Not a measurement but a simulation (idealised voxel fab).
Process module under the name voxel lift off
This is section cut - it's 155 nm across, gridded in 5 nm square cells.
A cross-section is a grid of square cells, given in bands from the top down. A band is one or more rows of cells.
It is stipulated that each band's entry specify, in nanometres, the height of the top of the band and then that of its bottom, followed by the materials of the band in left-to-right sequence, each together with its width in nanometres. A single material marked by the word "all across" is understood to fill the band from edge to edge; the word "blank" is understood to denote empty space.
The level at which height equals 0 is the one under which the wafer, as it arrives, is entirely one material. No lower edge exists for the bottom band, which continues downward and is notated as in "0 nm and below".
Per-row width for "30 to 40": begins at first number (top row of band), ends at second number (bottom row), increment between rows held constant.
"no change" -> step changed no cross-section cell.
In the "Fully sealed cavities" entry, you get each enclosed empty space of 8 cells or more, one with no open way to the top, written width x height at distance, distance from the left edge, in nm.
What comes after the settings on a step's line is commentary from the simulator itself on that step.
"overlay nm" on a masked step: distance the mask lay right of its planned place, negative for left.
### Process steps - plan
- 1: RECEIVE: material Si
- 2: CONFORMAL_DEP: material Al2O3, thk nm 15
- 3: PATTERN: tone open, mask id LINES, material resist, width nm 15, pitch nm 40, thk nm 25, overlay nm 0
- 4: DIRECTIONAL_DEP: material Ru, thk nm 5
- 5: STRIP: etch materials resist
- 6: CONFORMAL_DEP: material SiO2, thk nm 5
The wafers in this document start out alike and differ in the thk nm applied at step 4; the plan shows the value used for the first wafer.
### As-received state after step 1, first of several wafers, cross-section
	0 nm and below: Si all across
	Fully sealed cavities: none
### First wafer of several, cross-section, module end, after step 6 (last)
	25 nm to 20 nm: blank=25 / SiO2=25 / blank=15 / SiO2=25 / blank=15 / SiO2=25 / blank=25
	20 nm to 15 nm: SiO2=30 / Ru=15 / SiO2=25 / Ru=15 / SiO2=25 / Ru=15 / SiO2=30
	15 nm to 0 nm: Al2O3 all across
	0 nm and below: Si all across
	Fully sealed cavities: none
### Cross-section of the final wafer among several, taken at the end of the module
	40 nm to 35 nm: blank=25 / SiO2=25 / blank=15 / SiO2=25 / blank=15 / SiO2=25 / blank=25
	35 nm to 20 nm: blank=25 / SiO2=5 / Ru=15 / SiO2=5 / blank=15 / SiO2=5 / Ru=15 / SiO2=5 / blank=15 / SiO2=5 / Ru=15 / SiO2=5 / blank=25
	20 nm to 15 nm: SiO2=30 / Ru=15 / SiO2=25 / Ru=15 / SiO2=25 / Ru=15 / SiO2=30
	15 nm to 0 nm: Al2O3 all across
	0 nm and below: Si all across
	Fully sealed cavities: none
### Rows = wafers. At module end, each row lists per material the cells gained (+) or lost (-) since the wafer was received, then the closed voids
thk nm 5; +93 Al2O3; +9 Ru; +37 SiO2; Fully sealed cavities: none
thk nm 10; +93 Al2O3; +18 Ru; +43 SiO2; Fully sealed cavities: none
thk nm 15; +93 Al2O3; +27 Ru; +49 SiO2; Fully sealed cavities: none
thk nm 20; +93 Al2O3; +36 Ru; +55 SiO2; Fully sealed cavities: none
